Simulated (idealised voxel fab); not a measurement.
This is a process module. Its name is voxel capacitor over wiring.
The figure presents cross-section cut, which has a width of 235 nm and is divided into square cells with an edge length of 5 nm.
Bands, listed from the top down, are how a cross-section gets written in this document; the cross-section itself is a grid of square cells, and a band is one or more rows of them.
First you get the band's top height and its bottom height, in nm, and then the materials it's made of, left to right, with each width in nm. If you see a single material with "edge to edge", that one covers the band edge to edge. "air" is empty space.
Where do heights start? At 0: under that level the wafer as delivered is made of one material only. And the lowest band has no floor; it just carries on downward, as in "top 0, no bottom".
The two numbers in a width such as "30 to 40" mark its ends across the band: the first belongs to the top row of cells, the second to the bottom row, and from each row to the next the width moves by the same amount.
Key: "nothing different" - step with no changed cell in the cross-section.
The entry titled "Enclosed internal cavities" provides the empty spaces that have no open way to the top, restricted to those of 8 cells or more. Each is presented as width x height at distance, the distance being measured from the left edge, with all three in nm.
On a step's line, text after the settings is the simulator commenting on that step.
For masked steps, "overlay nm" on the step line gives how far right of plan the mask actually lay; a minus sign means it lay to the left.
Read the rest as pairs. Take the cross-section before one process step, then the cross-section after it, which shows only down to the lowest band that changed. Under the pair, find the step between them and its settings. Bear in mind that pairs may come from different runs of this module on the same starting wafer: link a pair to the pair above it only where its entry headed "before" says to.

**before**
	top 85, bottom 80 | SiO2 (80) | HfO2 (5) | W (5) | HfO2 (5) | SiO2 (140)
	top 80, bottom 75 | SiO2 (80) | HfO2 (15) | SiO2 (140)
	top 75, bottom 70 | SiO2 (70) | TiN (65) | SiO2 (100)
	top 70, bottom 65 | SiO2 (70) | HfO2 (65) | SiO2 (100)
	top 65, bottom 60 | SiO2 (65) | TiN (75) | SiO2 (95)
	top 60, bottom 45 | SiO2 (70) | TiN (5) | Ru (5) | TiN (5) | SiO2 (150)
	top 45, bottom 40 | SiCN (70) | TiN (15) | SiCN (150)
	top 40, bottom 20 | lowk (60) | TiN (5) | Cu (15) | TiN (5) | lowk (60) | TiN (5) | Cu (15) | TiN (5) | lowk (65)
	top 20, bottom 15 | SiCN (60) | TiN (25) | SiCN (60) | TiN (25) | SiCN (65)
	top 15, bottom 0 | SiO2 edge to edge
	top 0, no bottom | Si edge to edge
	Enclosed internal cavities: none

**Post-Step Appearance**
	top 90, bottom 85 | SiN edge to edge
	Lower than 85, everything is as it was.
	Enclosed internal cavities: none
In between the before and after cross-sections above, the step is CONFORMAL_DEP,material SiN,thk nm 5

**before**
	top 50, bottom 40 | aC edge to edge
	top 40, bottom 20 | lowk edge to edge
	top 20, bottom 15 | SiCN edge to edge
	top 15, bottom 0 | SiO2 edge to edge
	top 0, no bottom | Si edge to edge
	Enclosed internal cavities: none

**Post-Step Appearance**
	top 75, bottom 50 | air (60) | resist (25) | air (60) | resist (25) | air (65)
	Lower than 50, everything is as it was.
	Enclosed internal cavities: none
In between the before and after cross-sections above, the step is PATTERN,tone cover,mask id METAL_1,material resist,width nm 25,pitch nm 85,thk nm 25,overlay nm 0

before: Please consult the pair immediately above; the cross-section it shows after its step is the state before this step.

**Post-Step Appearance**
	top 65, bottom 50 | air (60) | resist (25) | air (60) | resist (25) | air (65)
	top 50, bottom 40 | air (60) | aC (25) | air (60) | aC (25) | air (65)
	Lower than 40, everything is as it was.
	Enclosed internal cavities: none
In between the before and after cross-sections above, the step is DIRECTIONAL_ETCH,etch materials aC,depth nm 10

before: Please consult the pair immediately above; the cross-section it shows after its step is the state before this step.

**Post-Step Appearance**
	top 50, bottom 40 | air (60) | aC (25) | air (60) | aC (25) | air (65)
	Lower than 40, everything is as it was.
	Enclosed internal cavities: none
In between the before and after cross-sections above, the step is STRIP,etch materials resist

before: Please consult the pair immediately above; the cross-section it shows after its step is the state before this step.

**Post-Step Appearance**
	top 50, bottom 40 | air (60) | aC (25) | air (60) | aC (25) | air (65)
	top 40, bottom 20 | air (60) | lowk (25) | air (60) | lowk (25) | air (65)
	Lower than 20, everything is as it was.
	Enclosed internal cavities: none
In between the before and after cross-sections above, the step is DIRECTIONAL_ETCH,etch materials lowk,depth nm 20

before: Please consult the pair immediately above; the cross-section it shows after its step is the state before this step.

**Post-Step Appearance**
	top 50, bottom 40 | air (60) | aC (25) | air (60) | aC (25) | air (65)
	top 40, bottom 20 | air (60) | lowk (25) | air (60) | lowk (25) | air (65)
	top 20, bottom 15 | air (60) | SiCN (25) | air (60) | SiCN (25) | air (65)
	Lower than 15, everything is as it was.
	Enclosed internal cavities: none
In between the before and after cross-sections above, the step is DIRECTIONAL_ETCH,etch materials SiCN,depth nm 5

before: Please consult the pair immediately above; the cross-section it shows after its step is the state before this step.

**Post-Step Appearance**
	top 40, bottom 20 | air (60) | lowk (25) | air (60) | lowk (25) | air (65)
	Lower than 20, everything is as it was.
	Enclosed internal cavities: none
In between the before and after cross-sections above, the step is STRIP,etch materials aC

before: Please consult the pair immediately above; the cross-section it shows after its step is the state before this step.

**Post-Step Appearance**
	top 45, bottom 40 | air (55) | TiN (35) | air (50) | TiN (35) | air (60)
	top 40, bottom 20 | air (55) | TiN (5) | lowk (25) | TiN (5) | air (50) | TiN (5) | lowk (25) | TiN (5) | air (60)
	top 20, bottom 15 | TiN (60) | SiCN (25) | TiN (60) | SiCN (25) | TiN (65)
	Lower than 15, everything is as it was.
	Enclosed internal cavities: none
In between the before and after cross-sections above, the step is CONFORMAL_DEP,material TiN,thk nm 5

before: Please consult the pair immediately above; the cross-section it shows after its step is the state before this step.

**Post-Step Appearance**
	top 55, bottom 45 | Cu edge to edge
	top 45, bottom 40 | Cu (55) | TiN (35) | Cu (50) | TiN (35) | Cu (60)
	top 40, bottom 20 | Cu (55) | TiN (5) | lowk (25) | TiN (5) | Cu (50) | TiN (5) | lowk (25) | TiN (5) | Cu (60)
	Lower than 20, everything is as it was.
	Enclosed internal cavities: none
In between the before and after cross-sections above, the step is FILL_DEP,material Cu,thk nm 10

before: Please consult the pair immediately above; the cross-section it shows after its step is the state before this step.

**Post-Step Appearance**
	top 40, bottom 20 | Cu (55) | TiN (5) | lowk (25) | TiN (5) | Cu (50) | TiN (5) | lowk (25) | TiN (5) | Cu (60)
	Lower than 20, everything is as it was.
	Enclosed internal cavities: none
In between the before and after cross-sections above, the step is CMP,height nm 40

before: Please consult the pair immediately above; the cross-section it shows after its step is the state before this step.

**Post-Step Appearance**
	top 45, bottom 40 | SiCN edge to edge
	Lower than 40, everything is as it was.
	Enclosed internal cavities: none
In between the before and after cross-sections above, the step is CONFORMAL_DEP,material SiCN,thk nm 5

before: Please consult the pair immediately above; the cross-section it shows after its step is the state before this step.

**Post-Step Appearance**
	top 60, bottom 45 | SiO2 edge to edge
	Lower than 45, everything is as it was.
	Enclosed internal cavities: none
In between the before and after cross-sections above, the step is DIRECTIONAL_DEP,material SiO2,thk nm 15

before: Please consult the pair immediately above; the cross-section it shows after its step is the state before this step.

**Post-Step Appearance**
	top 80, bottom 60 | resist (70) | air (15) | resist (150)
	Lower than 60, everything is as it was.
	Enclosed internal cavities: none
In between the before and after cross-sections above, the step is PATTERN,tone open,mask id PLUG_1,material resist,width nm 15,thk nm 20,overlay nm 0

before: Please consult the pair immediately above; the cross-section it shows after its step is the state before this step.

**Post-Step Appearance**
	top 80, bottom 60 | resist (70) | air (15) | resist (150)
	top 60, bottom 45 | SiO2 (70) | air (15) | SiO2 (150)
	Lower than 45, everything is as it was.
	Enclosed internal cavities: none
In between the before and after cross-sections above, the step is DIRECTIONAL_ETCH,etch materials SiO2,depth nm 15

before: Please consult the pair immediately above; the cross-section it shows after its step is the state before this step.

**Post-Step Appearance**
	top 80, bottom 60 | resist (70) | air (15) | resist (150)
	top 60, bottom 45 | SiO2 (70) | air (15) | SiO2 (150)
	top 45, bottom 40 | SiCN (70) | air (15) | SiCN (150)
	Lower than 40, everything is as it was.
	Enclosed internal cavities: none
In between the before and after cross-sections above, the step is DIRECTIONAL_ETCH,etch materials SiCN,depth nm 5

before: Please consult the pair immediately above; the cross-section it shows after its step is the state before this step.

**Post-Step Appearance**
	top 60, bottom 45 | SiO2 (70) | air (15) | SiO2 (150)
	Lower than 45, everything is as it was.
	Enclosed internal cavities: none
In between the before and after cross-sections above, the step is STRIP,etch materials resist

before: Please consult the pair immediately above; the cross-section it shows after its step is the state before this step.

**Post-Step Appearance**
	top 65, bottom 60 | TiN (75) | air (5) | TiN (155)
	top 60, bottom 45 | SiO2 (70) | TiN (5) | air (5) | TiN (5) | SiO2 (150)
	top 45, bottom 40 | SiCN (70) | TiN (15) | SiCN (150)
	Lower than 40, everything is as it was.
	Enclosed internal cavities: none
In between the before and after cross-sections above, the step is CONFORMAL_DEP,material TiN,thk nm 5

before: Please consult the pair immediately above; the cross-section it shows after its step is the state before this step.

**Post-Step Appearance**
	top 75, bottom 65 | Ru edge to edge
	top 65, bottom 60 | TiN (75) | Ru (5) | TiN (155)
	top 60, bottom 45 | SiO2 (70) | TiN (5) | Ru (5) | TiN (5) | SiO2 (150)
	Lower than 45, everything is as it was.
	Enclosed internal cavities: none
In between the before and after cross-sections above, the step is FILL_DEP,material Ru,thk nm 10

before: Please consult the pair immediately above; the cross-section it shows after its step is the state before this step.

**Post-Step Appearance**
	top 60, bottom 45 | SiO2 (70) | TiN (5) | Ru (5) | TiN (5) | SiO2 (150)
	Lower than 45, everything is as it was.
	Enclosed internal cavities: none
In between the before and after cross-sections above, the step is CMP,height nm 60

before: Please consult the pair immediately above; the cross-section it shows after its step is the state before this step.

**Post-Step Appearance**
	top 65, bottom 60 | TiN edge to edge
	Lower than 60, everything is as it was.
	Enclosed internal cavities: none
In between the before and after cross-sections above, the step is DIRECTIONAL_DEP,material TiN,thk nm 5

before: Please consult the pair immediately above; the cross-section it shows after its step is the state before this step.

**Post-Step Appearance**
	top 70, bottom 65 | HfO2 edge to edge
	Lower than 65, everything is as it was.
	Enclosed internal cavities: none
In between the before and after cross-sections above, the step is DIRECTIONAL_DEP,material HfO2,thk nm 5

before: Please consult the pair immediately above; the cross-section it shows after its step is the state before this step.

**Post-Step Appearance**
	top 75, bottom 70 | TiN edge to edge
	Lower than 70, everything is as it was.
	Enclosed internal cavities: none
In between the before and after cross-sections above, the step is DIRECTIONAL_DEP,material TiN,thk nm 5

before: Please consult the pair immediately above; the cross-section it shows after its step is the state before this step.

**Post-Step Appearance**
	top 95, bottom 75 | air (70) | resist (65) | air (100)
	Lower than 75, everything is as it was.
	Enclosed internal cavities: none
In between the before and after cross-sections above, the step is PATTERN,tone cover,mask id UPPER_PLATE,material resist,width nm 65,thk nm 20,overlay nm 0

before: Please consult the pair immediately above; the cross-section it shows after its step is the state before this step.

**Post-Step Appearance**
	top 95, bottom 75 | air (70) | resist (65) | air (100)
	top 75, bottom 70 | air (70) | TiN (65) | air (100)
	Lower than 70, everything is as it was.
	Enclosed internal cavities: none
In between the before and after cross-sections above, the step is DIRECTIONAL_ETCH,etch materials TiN,depth nm 5

before: Please consult the pair immediately above; the cross-section it shows after its step is the state before this step.

**Post-Step Appearance**
	top 95, bottom 75 | air (70) | resist (65) | air (100)
	top 75, bottom 70 | air (70) | TiN (65) | air (100)
	top 70, bottom 65 | air (70) | HfO2 (65) | air (100)
	Lower than 65, everything is as it was.
	Enclosed internal cavities: none
In between the before and after cross-sections above, the step is DIRECTIONAL_ETCH,etch materials HfO2,depth nm 5

before: Please consult the pair immediately above; the cross-section it shows after its step is the state before this step.

**Post-Step Appearance**
	top 75, bottom 70 | air (70) | TiN (65) | air (100)
	Lower than 70, everything is as it was.
	Enclosed internal cavities: none
In between the before and after cross-sections above, the step is STRIP,etch materials resist

before: Please consult the pair immediately above; the cross-section it shows after its step is the state before this step.

**Post-Step Appearance**
	top 75, bottom 70 | air (70) | TiN (65) | air (100)
	top 70, bottom 65 | air (70) | HfO2 (65) | air (100)
	top 65, bottom 60 | air (65) | TiN (75) | air (95)
	Lower than 60, everything is as it was.
	Enclosed internal cavities: none
In between the before and after cross-sections above, the step is MASKED_ETCH,tone cover,mask id LOWER_PLATE,width nm 75,etch materials TiN,depth nm 5,overlay nm 0

before: Please consult the pair immediately above; the cross-section it shows after its step is the state before this step.

**Post-Step Appearance**
	top 90, bottom 75 | SiO2 edge to edge
	top 75, bottom 70 | SiO2 (70) | TiN (65) | SiO2 (100)
	top 70, bottom 65 | SiO2 (70) | HfO2 (65) | SiO2 (100)
	top 65, bottom 60 | SiO2 (65) | TiN (75) | SiO2 (95)
	Lower than 60, everything is as it was.
	Enclosed internal cavities: none
In between the before and after cross-sections above, the step is FILL_DEP,material SiO2,thk nm 15

before: Please consult the pair immediately above; the cross-section it shows after its step is the state before this step.

**Post-Step Appearance**
	top 85, bottom 75 | SiO2 edge to edge
	Lower than 75, everything is as it was.
	Enclosed internal cavities: none
In between the before and after cross-sections above, the step is CMP,height nm 85

before: Please consult the pair immediately above; the cross-section it shows after its step is the state before this step.

**Post-Step Appearance**
	top 105, bottom 85 | resist (80) | air (15) | resist (140)
	Lower than 85, everything is as it was.
	Enclosed internal cavities: none
In between the before and after cross-sections above, the step is PATTERN,tone open,mask id PLUG_2,material resist,width nm 15,thk nm 20,overlay nm 0

before: Please consult the pair immediately above; the cross-section it shows after its step is the state before this step.

**Post-Step Appearance**
	top 105, bottom 85 | resist (80) | air (15) | resist (140)
	top 85, bottom 75 | SiO2 (80) | air (15) | SiO2 (140)
	Lower than 75, everything is as it was.
	Enclosed internal cavities: none
In between the before and after cross-sections above, the step is DIRECTIONAL_ETCH,etch materials SiO2,depth nm 10

before: Please consult the pair immediately above; the cross-section it shows after its step is the state before this step.

**Post-Step Appearance**
	top 85, bottom 75 | SiO2 (80) | air (15) | SiO2 (140)
	Lower than 75, everything is as it was.
	Enclosed internal cavities: none
In between the before and after cross-sections above, the step is STRIP,etch materials resist

before: Please consult the pair immediately above; the cross-section it shows after its step is the state before this step.

**Post-Step Appearance**
	top 90, bottom 85 | TiN (85) | air (5) | TiN (145)
	top 85, bottom 80 | SiO2 (80) | TiN (5) | air (5) | TiN (5) | SiO2 (140)
	top 80, bottom 70 | SiO2 (80 to 70) | TiN (15 to 65) | SiO2 (140 to 100)
	Lower than 70, everything is as it was.
	Enclosed internal cavities: none
In between the before and after cross-sections above, the step is CONFORMAL_DEP,material TiN,thk nm 5

before: Please consult the pair immediately above; the cross-section it shows after its step is the state before this step.

**Post-Step Appearance**
	top 95, bottom 90 | W edge to edge
	top 90, bottom 85 | TiN (85) | W (5) | TiN (145)
	top 85, bottom 80 | SiO2 (80) | TiN (5) | W (5) | TiN (5) | SiO2 (140)
	Lower than 80, everything is as it was.
	Enclosed internal cavities: none
In between the before and after cross-sections above, the step is FILL_DEP,material W,thk nm 5

before: Please consult the pair immediately above; the cross-section it shows after its step is the state before this step.

**Post-Step Appearance**
	top 85, bottom 80 | SiO2 (80) | TiN (5) | W (5) | TiN (5) | SiO2 (140)
	Lower than 80, everything is as it was.
	Enclosed internal cavities: none
In between the before and after cross-sections above, the step is CMP,height nm 85

before: Please consult the pair immediately above; the cross-section it shows after its step is the state before this step.

**Post-Step Appearance**
	top 90, bottom 85 | SiN edge to edge
	Lower than 85, everything is as it was.
	Enclosed internal cavities: none
In between the before and after cross-sections above, the step is CONFORMAL_DEP,material SiN,thk nm 5
